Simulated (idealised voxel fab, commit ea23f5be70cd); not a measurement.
The process module presented herein is designated voxel transistor to metal.
Section shown: cut. Width: 270 nm. Cell size: 5 nm, square.
A cross-section is written here as square cells arranged in a grid, and it is given in bands from the top down, each band taking up one or more rows of cells. Within each band entry, the heights of the top and of the bottom of the band appear first, in that order and in nm; the materials of the band then follow from left to right, each with its corresponding width in nm. The designation "all across" on a single material indicates that it fills the band from edge to edge; the designation "empty" indicates empty space. Height 0 is the level under which the wafer as received is all one material. The lowest band goes on downwards, as in "0..down". Note: "30 to 40" means the width goes from the first number (top row of the band) to the second number (bottom row) in equal steps per row of cells. The cross-section has no changed cell in any step marked "same as before". If an empty space has no open way to the top and is at least 8 cells in size, "Enclosed cavity list" lists it, written width x height at distance, where distance is measured from the left edge and every value is in nm. Formally, on a step line, whatever follows the settings is a remark that the simulator itself makes on the step. overlay nm: right-of-plan distance of the mask on a masked step; negative values mean left-of-plan.
Set out below are the planned steps of the process:
- 1: op RECEIVE | material Si
- 2: op CONFORMAL_DEP | material SiO2 | thk nm 5
- 3: op CONFORMAL_DEP | material SiN | thk nm 15
- 4: op DIRECTIONAL_DEP | material aC | thk nm 10
- 5: op PATTERN | tone cover | mask id ACTIVE | material resist | width nm 105 | pitch nm 135 | thk nm 25 | overlay nm 0
- 6: op DIRECTIONAL_ETCH | etch materials aC | depth nm 10
- 7: op STRIP | etch materials resist
- 8: op DIRECTIONAL_ETCH | etch materials SiN | depth nm 15
- 9: op DIRECTIONAL_ETCH | etch materials SiO2 | depth nm 5
- 10: op DIRECTIONAL_ETCH | etch materials Si | depth nm 20
- 11: op STRIP | etch materials aC
- 12: op FILL_DEP | material SiO2 | thk nm 5
- 13: op CMP | height nm 20
- 14: op SELECTIVE_ETCH | etch materials SiO2 | depth nm 10
- 15: op STRIP | etch materials SiN
- 16: op SELECTIVE_ETCH | etch materials SiO2 | depth nm 5
- 17: op OXIDIZE | depth nm 5
- 18: op DIRECTIONAL_DEP | material polySi | thk nm 30
- 19: op DIRECTIONAL_DEP | material SiCN | thk nm 10
- 20: op MASKED_ETCH | tone cover | mask id GATE | width nm 15 | pitch nm 135 | etch materials SiCN | depth nm 20 | overlay nm 0
- 21: op MASKED_ETCH | tone cover | mask id GATE | width nm 15 | pitch nm 135 | etch materials polySi | depth nm 40 | overlay nm 0
- 22: op CONFORMAL_DEP | material SiN | thk nm 10
- 23: op DIRECTIONAL_ETCH | etch materials SiN | depth nm 10
- 24: op DIRECTIONAL_ETCH | etch materials SiO2 | depth nm 5
- 25: op DIRECTIONAL_ETCH | etch materials Si | depth nm 10
- 26: op EPI | material nSi | thk nm 10
- 27: op FILL_DEP | material SiO2 | thk nm 10
- 28: op CMP | height nm 40
- 29: op DIRECTIONAL_DEP | material SiO2 | thk nm 10
- 30: op PATTERN | tone open | mask id CONTACT | material resist | width nm 30 | thk nm 15 | overlay nm 0
- 31: op DIRECTIONAL_ETCH | etch materials SiO2 | depth nm 55
- 32: op STRIP | etch materials resist
- 33: op CONFORMAL_DEP | material TiN | thk nm 5
- 34: op FILL_DEP | material W | thk nm 5
- 35: op CMP | height nm 50
- 36: op CONFORMAL_DEP | material SiCN | thk nm 5
- 37: op DIRECTIONAL_DEP | material lowk | thk nm 20
- 38: op PATTERN | tone open | mask id METAL_1 | material resist | width nm 15 | thk nm 20 | overlay nm 0
- 39: op DIRECTIONAL_ETCH | etch materials lowk | depth nm 20
- 40: op DIRECTIONAL_ETCH | etch materials SiCN | depth nm 5
- 41: op STRIP | etch materials resist
- 42: op CONFORMAL_DEP | material TiN | thk nm 5
- 43: op FILL_DEP | material Cu | thk nm 5
- 44: op CMP | height nm 75
- 45: op EPI | material Ru | thk nm 5
- 46: op FILL_DEP | material SiCN | thk nm 5
Delivered wafer in cross-section: state after step 1:
> 0..down = Si all across
> Enclosed cavity list: none
Sectioned view, first of two wafers, at the close of the module, processed as intended in the plan:
> 85..80 = SiCN all across
> 80..75 = 20 SiCN, then 25 Ru, then 45 SiCN, then 25 Ru, then 40 SiCN, then 25 Ru, then 45 SiCN, then 25 Ru, then 20 SiCN
> 75..55 = 25 lowk, then 5 TiN, then 5 Cu, then 5 TiN, then 55 lowk, then 5 TiN, then 5 Cu, then 5 TiN, then 50 lowk, then 5 TiN, then 5 Cu, then 5 TiN, then 55 lowk, then 5 TiN, then 5 Cu, then 5 TiN, then 25 lowk
> 55..50 = 25 SiCN, then 15 TiN, then 55 SiCN, then 15 TiN, then 50 SiCN, then 15 TiN, then 55 SiCN, then 15 TiN, then 25 SiCN
> 50..40 = 25 SiO2, then 5 TiN, then 20 to 15 W, then 5 to 10 TiN, then 25 SiO2, then 5 to 10 TiN, then 20 to 15 W, then 5 TiN, then 50 SiO2, then 5 TiN, then 20 to 15 W, then 5 to 10 TiN, then 25 SiO2, then 5 to 10 TiN, then 20 to 15 W, then 5 TiN, then 25 SiO2
> 40..30 = 25 SiO2, then 5 TiN, then 15 W, then 5 TiN, then 10 SiN, then 15 SiCN, then 10 SiN, then 5 TiN, then 15 W, then 5 TiN, then 50 SiO2, then 5 TiN, then 15 W, then 5 TiN, then 10 SiN, then 15 SiCN, then 10 SiN, then 5 TiN, then 15 W, then 5 TiN, then 25 SiO2
> 30..10 = 25 SiO2, then 5 TiN, then 15 W, then 5 TiN, then 10 SiN, then 15 polySi, then 10 SiN, then 5 TiN, then 15 W, then 5 TiN, then 50 SiO2, then 5 TiN, then 15 W, then 5 TiN, then 10 SiN, then 15 polySi, then 10 SiN, then 5 TiN, then 15 W, then 5 TiN, then 25 SiO2
> 10..5 = 25 SiO2, then 25 TiN, then 10 SiN, then 15 polySi, then 10 SiN, then 25 TiN, then 50 SiO2, then 25 TiN, then 10 SiN, then 15 polySi, then 10 SiN, then 25 TiN, then 25 SiO2
> 5..0 = 10 SiO2, then 10 SiN, then 10 nSi, then 10 TiN, then 10 nSi, then 10 SiN, then 15 polySi, then 10 SiN, then 10 nSi, then 10 TiN, then 10 nSi, then 10 SiN, then 20 SiO2, then 10 SiN, then 10 nSi, then 10 TiN, then 10 nSi, then 10 SiN, then 15 polySi, then 10 SiN, then 10 nSi, then 10 TiN, then 10 nSi, then 10 SiN, then 10 SiO2
> 0..-5 = 20 SiO2, then 10 nSi, then 10 TiN, then 10 nSi, then 35 SiO2, then 10 nSi, then 10 TiN, then 10 nSi, then 40 SiO2, then 10 nSi, then 10 TiN, then 10 nSi, then 35 SiO2, then 10 nSi, then 10 TiN, then 10 nSi, then 20 SiO2
> -5..-15 = 15 SiO2, then 5 Si, then 30 nSi, then 35 Si, then 30 nSi, then 5 Si, then 30 SiO2, then 5 Si, then 30 nSi, then 35 Si, then 30 nSi, then 5 Si, then 15 SiO2
> -15..-20 = 15 SiO2, then 105 Si, then 30 SiO2, then 105 Si, then 15 SiO2
> -20..down = Si all across
> Enclosed cavity list: none
Same start, same plan as the first wafer - but one mistake in the run. Cross-section of the second of the two at the end of the module:
> 85..80 = SiCN all across
> 80..75 = 20 SiCN, then 25 Ru, then 45 SiCN, then 25 Ru, then 40 SiCN, then 25 Ru, then 45 SiCN, then 25 Ru, then 20 SiCN
> 75..55 = 25 lowk, then 5 TiN, then 5 lowk, then 5 TiN, then 55 lowk, then 5 TiN, then 5 lowk, then 5 TiN, then 50 lowk, then 5 TiN, then 5 lowk, then 5 TiN, then 55 lowk, then 5 TiN, then 5 lowk, then 5 TiN, then 25 lowk
> 55..50 = 25 SiCN, then 15 TiN, then 55 SiCN, then 15 TiN, then 50 SiCN, then 15 TiN, then 55 SiCN, then 15 TiN, then 25 SiCN
> 50..40 = 25 SiO2, then 5 TiN, then 20 to 15 W, then 5 to 10 TiN, then 25 SiO2, then 5 to 10 TiN, then 20 to 15 W, then 5 TiN, then 50 SiO2, then 5 TiN, then 20 to 15 W, then 5 to 10 TiN, then 25 SiO2, then 5 to 10 TiN, then 20 to 15 W, then 5 TiN, then 25 SiO2
> 40..30 = 25 SiO2, then 5 TiN, then 15 W, then 5 TiN, then 10 SiN, then 15 SiCN, then 10 SiN, then 5 TiN, then 15 W, then 5 TiN, then 50 SiO2, then 5 TiN, then 15 W, then 5 TiN, then 10 SiN, then 15 SiCN, then 10 SiN, then 5 TiN, then 15 W, then 5 TiN, then 25 SiO2
> 30..10 = 25 SiO2, then 5 TiN, then 15 W, then 5 TiN, then 10 SiN, then 15 polySi, then 10 SiN, then 5 TiN, then 15 W, then 5 TiN, then 50 SiO2, then 5 TiN, then 15 W, then 5 TiN, then 10 SiN, then 15 polySi, then 10 SiN, then 5 TiN, then 15 W, then 5 TiN, then 25 SiO2
> 10..5 = 25 SiO2, then 25 TiN, then 10 SiN, then 15 polySi, then 10 SiN, then 25 TiN, then 50 SiO2, then 25 TiN, then 10 SiN, then 15 polySi, then 10 SiN, then 25 TiN, then 25 SiO2
> 5..0 = 10 SiO2, then 10 SiN, then 10 nSi, then 10 TiN, then 10 nSi, then 10 SiN, then 15 polySi, then 10 SiN, then 10 nSi, then 10 TiN, then 10 nSi, then 10 SiN, then 20 SiO2, then 10 SiN, then 10 nSi, then 10 TiN, then 10 nSi, then 10 SiN, then 15 polySi, then 10 SiN, then 10 nSi, then 10 TiN, then 10 nSi, then 10 SiN, then 10 SiO2
> 0..-5 = 20 SiO2, then 10 nSi, then 10 TiN, then 10 nSi, then 35 SiO2, then 10 nSi, then 10 TiN, then 10 nSi, then 40 SiO2, then 10 nSi, then 10 TiN, then 10 nSi, then 35 SiO2, then 10 nSi, then 10 TiN, then 10 nSi, then 20 SiO2
> -5..-15 = 15 SiO2, then 5 Si, then 30 nSi, then 35 Si, then 30 nSi, then 5 Si, then 30 SiO2, then 5 Si, then 30 nSi, then 35 Si, then 30 nSi, then 5 Si, then 15 SiO2
> -15..-20 = 15 SiO2, then 105 Si, then 30 SiO2, then 105 Si, then 15 SiO2
> -20..down = Si all across
> Enclosed cavity list: none
Diagnosis: step 43: run off-plan, actual operation and settings op FILL_DEP | material lowk | thk nm 5
Looking at both finished wafers in cells, the second ends up ahead of or behind the first on some materials: Cu -16; lowk +16
